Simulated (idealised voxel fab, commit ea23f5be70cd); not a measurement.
Process module, titled voxel self aligned vias
The cross-section on display is named cut; it measures 290 nm wide, and its cells are 5 nm squares.
Think of the cross-section as a grid of square cells. We describe it in bands, top to bottom, and each band covers one or more rows of those cells.
For a band, the entry starts with two heights in nm, that of the top and then that of the bottom, and carries on with the band's materials in order from left to right, each alongside its width in nm; the word "everywhere" beside a single material means it fills the band edge to edge, and "air" means empty space.
The level at which height equals 0 is the one under which the wafer, as it arrives, is entirely one material. No lower edge exists for the bottom band, which continues downward and is notated as in "0..down".
A width given as "30 to 40" starts at the first number in the band's top row and ends at the second number in its bottom row, shifting by an equal amount at every step from row to row.
Key: "no change" - step with no changed cell in the cross-section.
The entry "Sealed voids" lists the empty spaces that cover at least 8 cells and have no open path to the top. Each is written as width x height at distance, where the distance is measured from the left edge and all three values are in nm.
Read whatever lies past the settings on a step's line as the simulator's own remark about the step.
"overlay nm" answers the question of how far to the right of plan the mask lay on a step that has a mask, and when it is negative the answer is to the left.

-- The steps planned for the process are as follows
1. op RECEIVE | material Si
2. op CONFORMAL_DEP | material SiO2 | thk nm 15
3. op CONFORMAL_DEP | material SiCN | thk nm 5
4. op DIRECTIONAL_DEP | material SiO2 | thk nm 20
5. op MASKED_ETCH | tone open | mask id LINES | width nm 30 | pitch nm 65 | etch materials SiO2 | depth nm 20 | overlay nm 0
6. op CONFORMAL_DEP | material TiN | thk nm 5
7. op FILL_DEP | material Ru | thk nm 10
8. op CMP | height nm 40
9. op SELECTIVE_ETCH | etch materials W Ru TiN | depth nm 5
10. op FILL_DEP | material SiN | thk nm 10
11. op CMP | height nm 40
12. op DIRECTIONAL_DEP | material SiO2 | thk nm 15
13. op DIRECTIONAL_DEP | material aC | thk nm 10
14. op PATTERN | tone open | mask id VIAS | material resist | width nm 40 | pitch nm 130 | thk nm 30 | overlay nm 0
15. op DIRECTIONAL_ETCH | etch materials aC | depth nm 10
16. op STRIP | etch materials resist
17. op DIRECTIONAL_ETCH | etch materials SiO2 | depth nm 15
18. op DIRECTIONAL_ETCH | etch materials SiN | depth nm 5
19. op STRIP | etch materials aC
20. op CONFORMAL_DEP | material TiN | thk nm 5
21. op FILL_DEP | material W | thk nm 10
22. op CMP | height nm 55
23. op CONFORMAL_DEP | material SiCN | thk nm 5

-- On the first of the two wafers: run conducted according to plan

-- Cross-section of the wafer at receipt, which is the condition after step 1
> 0..down = Si everywhere
> Sealed voids: none

-- Cross-sectional representation of the wafer at the conclusion of step 2
> 15..0 = SiO2 everywhere
> Note: structure below 0 unchanged.

-- Cross-sectional representation of the wafer at the conclusion of step 3
> 20..15 = SiCN everywhere
> Note: structure below 15 unchanged.

-- Cross-sectional representation of the wafer at the conclusion of step 4
> 40..20 = SiO2 everywhere
> Note: structure below 20 unchanged.

-- Cross-sectional representation of the wafer at the conclusion of step 5
> 40..20 = 65 nm SiO2; 30 nm air; 35 nm SiO2; 30 nm air; 35 nm SiO2; 30 nm air; 65 nm SiO2
> Note: structure below 20 unchanged.

-- Cross-sectional representation of the wafer at the conclusion of step 6
> 45..40 = 70 nm TiN; 20 nm air; 45 nm TiN; 20 nm air; 45 nm TiN; 20 nm air; 70 nm TiN
> 40..25 = 65 nm SiO2; 5 nm TiN; 20 nm air; 5 nm TiN; 35 nm SiO2; 5 nm TiN; 20 nm air; 5 nm TiN; 35 nm SiO2; 5 nm TiN; 20 nm air; 5 nm TiN; 65 nm SiO2
> 25..20 = 65 nm SiO2; 30 nm TiN; 35 nm SiO2; 30 nm TiN; 35 nm SiO2; 30 nm TiN; 65 nm SiO2
> Note: structure below 20 unchanged.

-- Cross-sectional representation of the wafer at the conclusion of step 7
> 55..45 = Ru everywhere
> 45..40 = 70 nm TiN; 20 nm Ru; 45 nm TiN; 20 nm Ru; 45 nm TiN; 20 nm Ru; 70 nm TiN
> 40..25 = 65 nm SiO2; 5 nm TiN; 20 nm Ru; 5 nm TiN; 35 nm SiO2; 5 nm TiN; 20 nm Ru; 5 nm TiN; 35 nm SiO2; 5 nm TiN; 20 nm Ru; 5 nm TiN; 65 nm SiO2
> Note: structure below 25 unchanged.

-- Cross-sectional representation of the wafer at the conclusion of step 8
> 40..25 = 65 nm SiO2; 5 nm TiN; 20 nm Ru; 5 nm TiN; 35 nm SiO2; 5 nm TiN; 20 nm Ru; 5 nm TiN; 35 nm SiO2; 5 nm TiN; 20 nm Ru; 5 nm TiN; 65 nm SiO2
> Note: structure below 25 unchanged.

-- Cross-sectional representation of the wafer at the conclusion of step 9
> 40..35 = 65 nm SiO2; 30 nm air; 35 nm SiO2; 30 nm air; 35 nm SiO2; 30 nm air; 65 nm SiO2
> Note: structure below 35 unchanged.

-- Cross-sectional representation of the wafer at the conclusion of step 10
> 50..40 = SiN everywhere
> 40..35 = 65 nm SiO2; 30 nm SiN; 35 nm SiO2; 30 nm SiN; 35 nm SiO2; 30 nm SiN; 65 nm SiO2
> Note: structure below 35 unchanged.

-- Cross-sectional representation of the wafer at the conclusion of step 11
> 40..35 = 65 nm SiO2; 30 nm SiN; 35 nm SiO2; 30 nm SiN; 35 nm SiO2; 30 nm SiN; 65 nm SiO2
> Note: structure below 35 unchanged.

-- Cross-sectional representation of the wafer at the conclusion of step 12
> 55..40 = SiO2 everywhere
> Note: structure below 40 unchanged.

-- Cross-sectional representation of the wafer at the conclusion of step 13
> 65..55 = aC everywhere
> Note: structure below 55 unchanged.

-- Cross-sectional representation of the wafer at the conclusion of step 14
> 95..65 = 60 nm resist; 40 nm air; 90 nm resist; 40 nm air; 60 nm resist
> Note: structure below 65 unchanged.

-- Cross-sectional representation of the wafer at the conclusion of step 15
> 85..65 = 60 nm resist; 40 nm air; 90 nm resist; 40 nm air; 60 nm resist
> 65..55 = 60 nm aC; 40 nm air; 90 nm aC; 40 nm air; 60 nm aC
> Note: structure below 55 unchanged.

-- Cross-sectional representation of the wafer at the conclusion of step 16
> 65..55 = 60 nm aC; 40 nm air; 90 nm aC; 40 nm air; 60 nm aC
> Note: structure below 55 unchanged.

-- Cross-sectional representation of the wafer at the conclusion of step 17
> 65..55 = 60 nm aC; 40 nm air; 90 nm aC; 40 nm air; 60 nm aC
> 55..40 = 60 nm SiO2; 40 nm air; 90 nm SiO2; 40 nm air; 60 nm SiO2
> Note: structure below 40 unchanged.

-- Cross-sectional representation of the wafer at the conclusion of step 18
> 65..55 = 60 nm aC; 40 nm air; 90 nm aC; 40 nm air; 60 nm aC
> 55..40 = 60 nm SiO2; 40 nm air; 90 nm SiO2; 40 nm air; 60 nm SiO2
> 40..35 = 65 nm SiO2; 30 nm air; 35 nm SiO2; 30 nm SiN; 35 nm SiO2; 30 nm air; 65 nm SiO2
> Note: structure below 35 unchanged.

-- Cross-sectional representation of the wafer at the conclusion of step 19
> 55..40 = 60 nm SiO2; 40 nm air; 90 nm SiO2; 40 nm air; 60 nm SiO2
> Note: structure below 40 unchanged.

-- Cross-sectional representation of the wafer at the conclusion of step 20
> 60..55 = 65 nm TiN; 30 nm air; 100 nm TiN; 30 nm air; 65 nm TiN
> 55..45 = 60 nm SiO2; 5 nm TiN; 30 nm air; 5 nm TiN; 90 nm SiO2; 5 nm TiN; 30 nm air; 5 nm TiN; 60 nm SiO2
> 45..40 = 60 nm SiO2; 10 nm TiN; 20 nm air; 10 nm TiN; 90 nm SiO2; 10 nm TiN; 20 nm air; 10 nm TiN; 60 nm SiO2
> 40..35 = 65 nm SiO2; 30 nm TiN; 35 nm SiO2; 30 nm SiN; 35 nm SiO2; 30 nm TiN; 65 nm SiO2
> Note: structure below 35 unchanged.

-- Cross-sectional representation of the wafer at the conclusion of step 21
> 70..60 = W everywhere
> 60..55 = 65 nm TiN; 30 nm W; 100 nm TiN; 30 nm W; 65 nm TiN
> 55..45 = 60 nm SiO2; 5 nm TiN; 30 nm W; 5 nm TiN; 90 nm SiO2; 5 nm TiN; 30 nm W; 5 nm TiN; 60 nm SiO2
> 45..40 = 60 nm SiO2; 10 nm TiN; 20 nm W; 10 nm TiN; 90 nm SiO2; 10 nm TiN; 20 nm W; 10 nm TiN; 60 nm SiO2
> Note: structure below 40 unchanged.

-- Cross-sectional representation of the wafer at the conclusion of step 22
> 55..45 = 60 nm SiO2; 5 nm TiN; 30 nm W; 5 nm TiN; 90 nm SiO2; 5 nm TiN; 30 nm W; 5 nm TiN; 60 nm SiO2
> Note: structure below 45 unchanged.

-- Cross-sectional representation of the wafer at the conclusion of step 23
> 60..55 = SiCN everywhere
> Note: structure below 55 unchanged.

-- Second Wafer (Identical Start and Plan, One Processing Error; Matches First Wafer Through Step 1)

-- Cross-section of the second wafer corresponding to the planned conclusion of step 2
> 5..0 = SiCN everywhere
> Note: structure below 0 unchanged.

-- Cross-section of the second wafer corresponding to the planned conclusion of step 3
> 20..5 = SiO2 everywhere
> Note: structure below 5 unchanged.

-- Cross-section of the second wafer corresponding to the planned conclusion of step 4
> 40..5 = SiO2 everywhere
> Note: structure below 5 unchanged.

-- Cross-section of the second wafer corresponding to the planned conclusion of step 5
> 40..20 = 65 nm SiO2; 30 nm air; 35 nm SiO2; 30 nm air; 35 nm SiO2; 30 nm air; 65 nm SiO2
> Note: structure below 20 unchanged.

-- Cross-section of the second wafer corresponding to the planned conclusion of step 6
> 45..40 = 70 nm TiN; 20 nm air; 45 nm TiN; 20 nm air; 45 nm TiN; 20 nm air; 70 nm TiN
> 40..25 = 65 nm SiO2; 5 nm TiN; 20 nm air; 5 nm TiN; 35 nm SiO2; 5 nm TiN; 20 nm air; 5 nm TiN; 35 nm SiO2; 5 nm TiN; 20 nm air; 5 nm TiN; 65 nm SiO2
> 25..20 = 65 nm SiO2; 30 nm TiN; 35 nm SiO2; 30 nm TiN; 35 nm SiO2; 30 nm TiN; 65 nm SiO2
> Note: structure below 20 unchanged.

-- Cross-section of the second wafer corresponding to the planned conclusion of step 7
> 55..45 = Ru everywhere
> 45..40 = 70 nm TiN; 20 nm Ru; 45 nm TiN; 20 nm Ru; 45 nm TiN; 20 nm Ru; 70 nm TiN
> 40..25 = 65 nm SiO2; 5 nm TiN; 20 nm Ru; 5 nm TiN; 35 nm SiO2; 5 nm TiN; 20 nm Ru; 5 nm TiN; 35 nm SiO2; 5 nm TiN; 20 nm Ru; 5 nm TiN; 65 nm SiO2
> Note: structure below 25 unchanged.

-- Cross-section of the second wafer corresponding to the planned conclusion of step 8
> 40..25 = 65 nm SiO2; 5 nm TiN; 20 nm Ru; 5 nm TiN; 35 nm SiO2; 5 nm TiN; 20 nm Ru; 5 nm TiN; 35 nm SiO2; 5 nm TiN; 20 nm Ru; 5 nm TiN; 65 nm SiO2
> Note: structure below 25 unchanged.

-- Cross-section of the second wafer corresponding to the planned conclusion of step 9
> 40..35 = 65 nm SiO2; 30 nm air; 35 nm SiO2; 30 nm air; 35 nm SiO2; 30 nm air; 65 nm SiO2
> Note: structure below 35 unchanged.

-- Cross-section of the second wafer corresponding to the planned conclusion of step 10
> 50..40 = SiN everywhere
> 40..35 = 65 nm SiO2; 30 nm SiN; 35 nm SiO2; 30 nm SiN; 35 nm SiO2; 30 nm SiN; 65 nm SiO2
> Note: structure below 35 unchanged.

-- Cross-section of the second wafer corresponding to the planned conclusion of step 11
> 40..35 = 65 nm SiO2; 30 nm SiN; 35 nm SiO2; 30 nm SiN; 35 nm SiO2; 30 nm SiN; 65 nm SiO2
> Note: structure below 35 unchanged.

-- Cross-section of the second wafer corresponding to the planned conclusion of step 12
> 55..40 = SiO2 everywhere
> Note: structure below 40 unchanged.

-- Cross-section of the second wafer corresponding to the planned conclusion of step 13
> 65..55 = aC everywhere
> Note: structure below 55 unchanged.

-- Cross-section of the second wafer corresponding to the planned conclusion of step 14
> 95..65 = 60 nm resist; 40 nm air; 90 nm resist; 40 nm air; 60 nm resist
> Note: structure below 65 unchanged.

-- Cross-section of the second wafer corresponding to the planned conclusion of step 15
> 85..65 = 60 nm resist; 40 nm air; 90 nm resist; 40 nm air; 60 nm resist
> 65..55 = 60 nm aC; 40 nm air; 90 nm aC; 40 nm air; 60 nm aC
> Note: structure below 55 unchanged.

-- Cross-section of the second wafer corresponding to the planned conclusion of step 16
> 65..55 = 60 nm aC; 40 nm air; 90 nm aC; 40 nm air; 60 nm aC
> Note: structure below 55 unchanged.

-- Cross-section of the second wafer corresponding to the planned conclusion of step 17
> 65..55 = 60 nm aC; 40 nm air; 90 nm aC; 40 nm air; 60 nm aC
> 55..40 = 60 nm SiO2; 40 nm air; 90 nm SiO2; 40 nm air; 60 nm SiO2
> Note: structure below 40 unchanged.

-- Cross-section of the second wafer corresponding to the planned conclusion of step 18
> 65..55 = 60 nm aC; 40 nm air; 90 nm aC; 40 nm air; 60 nm aC
> 55..40 = 60 nm SiO2; 40 nm air; 90 nm SiO2; 40 nm air; 60 nm SiO2
> 40..35 = 65 nm SiO2; 30 nm air; 35 nm SiO2; 30 nm SiN; 35 nm SiO2; 30 nm air; 65 nm SiO2
> Note: structure below 35 unchanged.

-- Cross-section of the second wafer corresponding to the planned conclusion of step 19
> 55..40 = 60 nm SiO2; 40 nm air; 90 nm SiO2; 40 nm air; 60 nm SiO2
> Note: structure below 40 unchanged.

-- Cross-section of the second wafer corresponding to the planned conclusion of step 20
> 60..55 = 65 nm TiN; 30 nm air; 100 nm TiN; 30 nm air; 65 nm TiN
> 55..45 = 60 nm SiO2; 5 nm TiN; 30 nm air; 5 nm TiN; 90 nm SiO2; 5 nm TiN; 30 nm air; 5 nm TiN; 60 nm SiO2
> 45..40 = 60 nm SiO2; 10 nm TiN; 20 nm air; 10 nm TiN; 90 nm SiO2; 10 nm TiN; 20 nm air; 10 nm TiN; 60 nm SiO2
> 40..35 = 65 nm SiO2; 30 nm TiN; 35 nm SiO2; 30 nm SiN; 35 nm SiO2; 30 nm TiN; 65 nm SiO2
> Note: structure below 35 unchanged.

-- Cross-section of the second wafer corresponding to the planned conclusion of step 21
> 70..60 = W everywhere
> 60..55 = 65 nm TiN; 30 nm W; 100 nm TiN; 30 nm W; 65 nm TiN
> 55..45 = 60 nm SiO2; 5 nm TiN; 30 nm W; 5 nm TiN; 90 nm SiO2; 5 nm TiN; 30 nm W; 5 nm TiN; 60 nm SiO2
> 45..40 = 60 nm SiO2; 10 nm TiN; 20 nm W; 10 nm TiN; 90 nm SiO2; 10 nm TiN; 20 nm W; 10 nm TiN; 60 nm SiO2
> Note: structure below 40 unchanged.

-- Cross-section of the second wafer corresponding to the planned conclusion of step 22
> 55..45 = 60 nm SiO2; 5 nm TiN; 30 nm W; 5 nm TiN; 90 nm SiO2; 5 nm TiN; 30 nm W; 5 nm TiN; 60 nm SiO2
> Note: structure below 45 unchanged.

-- Cross-section of the second wafer corresponding to the planned conclusion of step 23
> 60..55 = SiCN everywhere
> Note: structure below 55 unchanged.
Finding, execution versus plan: step 3 occupied the plan position of step 2, and the converse holds as well
Tallied in cells, the final second wafer holds each material in the same quantity as the first, although not at the same places.
